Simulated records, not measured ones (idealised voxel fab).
Process module name: voxel lift off
It is cross-section cut that appears here, measuring 230 nm in width, its square cells being 5 nm in size.
When this document writes out a cross-section, it uses a grid of square cells and lists it as bands, beginning at the top and moving down, with a band standing for one or more rows of cells. The band entry comprises the height of the band's top followed by the height of its bottom, expressed in nm, and subsequently the band's materials from left to right, each stated together with its width in nm. Where a single material is marked with the word "throughout", that material fills the band from edge to edge. The word "empty" represents empty space. Height reference: 0 = level under which incoming wafer is all one material. Lowest band: no bottom, runs on downward, e.g. "0 and below". The notation "30->40" denotes a width that varies across the rows of cells in the band, beginning at the first number in the top row, finishing at the second number in the bottom row, and changing by an identical amount from each row to the next. Where a step carries "no change", the cross-section came out of it unchanged, cell for cell. In "closed voids" the enclosed voids are listed, meaning empty spaces of 8 cells or larger without any opening to the top. The form is width x height at distance, distance from the left edge, units nm. Note: text after step settings on the step line = simulator remark on that step. What "overlay nm" on a step's line means: if the step has a mask, that mask lay this far to the right of its planned place, or, when the value is negative, to the left.
LISTED BELOW ARE THE PROCESS STEPS AS PLANNED
1: RECEIVE | material Si
2: CONFORMAL_DEP | material SiN | thk nm 5
3: PATTERN | tone open | mask id LINES | material resist | width nm 15 | pitch nm 30 | thk nm 30 | overlay nm 0
4: DIRECTIONAL_DEP | material Ru | thk nm 15
5: STRIP | etch materials resist
6: CONFORMAL_DEP | material SiO2 | thk nm 5
SO, THE FIRST OF OUR TWO WAFERS, RUN JUST AS WE PLANNED IT
THE CROSS-SECTION HERE SHOWS THE WAFER AS RECEIVED, I.E. IN ITS STATE AFTER STEP 1
> 0 and below: Si throughout
> closed voids: none
STATE OF THE WAFER AFTER STEP 2, SHOWN IN CROSS-SECTION
> 5 down to 0: SiN throughout
> Below a height of 0, the structure has not been altered.
STATE OF THE WAFER AFTER STEP 3, SHOWN IN CROSS-SECTION
> 35 down to 5: resist: 90, empty: 15, resist: 15, empty: 15, resist: 95
> Below a height of 5, the structure has not been altered.
STATE OF THE WAFER AFTER STEP 4, SHOWN IN CROSS-SECTION
> 50 down to 35: Ru: 90, empty: 15, Ru: 15, empty: 15, Ru: 95
> 35 down to 20: resist: 90, empty: 15, resist: 15, empty: 15, resist: 95
> 20 down to 5: resist: 90, Ru: 15, resist: 15, Ru: 15, resist: 95
> Below a height of 5, the structure has not been altered.
STATE OF THE WAFER AFTER STEP 5, SHOWN IN CROSS-SECTION
> 20 down to 5: empty: 90, Ru: 15, empty: 15, Ru: 15, empty: 95
> Below a height of 5, the structure has not been altered.
STATE OF THE WAFER AFTER STEP 6, SHOWN IN CROSS-SECTION
> 25 down to 20: empty: 85, SiO2: 25, empty: 5, SiO2: 25, empty: 90
> 20 down to 10: empty: 85, SiO2: 5, Ru: 15, SiO2: 5, empty: 5, SiO2: 5, Ru: 15, SiO2: 5, empty: 90
> 10 down to 5: SiO2: 90, Ru: 15, SiO2: 15, Ru: 15, SiO2: 95
> Below a height of 5, the structure has not been altered.
NOTES, SECOND WAFER: START = FIRST WAFER'S, PLAN = FIRST WAFER'S, EXECUTION HAD ONE MISTAKE; HISTORY IDENTICAL TO FIRST THROUGH STEP 3
Second wafer shown in cross-section at the time step 4 was slated to end: no change
SECOND WAFER SHOWN IN CROSS-SECTION AT THE TIME STEP 5 WAS SLATED TO END
> 5 down to 0: SiN throughout
> Below a height of 0, the structure has not been altered.
SECOND WAFER SHOWN IN CROSS-SECTION AT THE TIME STEP 6 WAS SLATED TO END
> 10 down to 5: SiO2 throughout
> Below a height of 5, the structure has not been altered.
Nonconformance to the process plan: plan step 4: skipped, not run
End of process, cell counts, second wafer against first, materials with more or fewer: -18 Ru | -12 SiO2
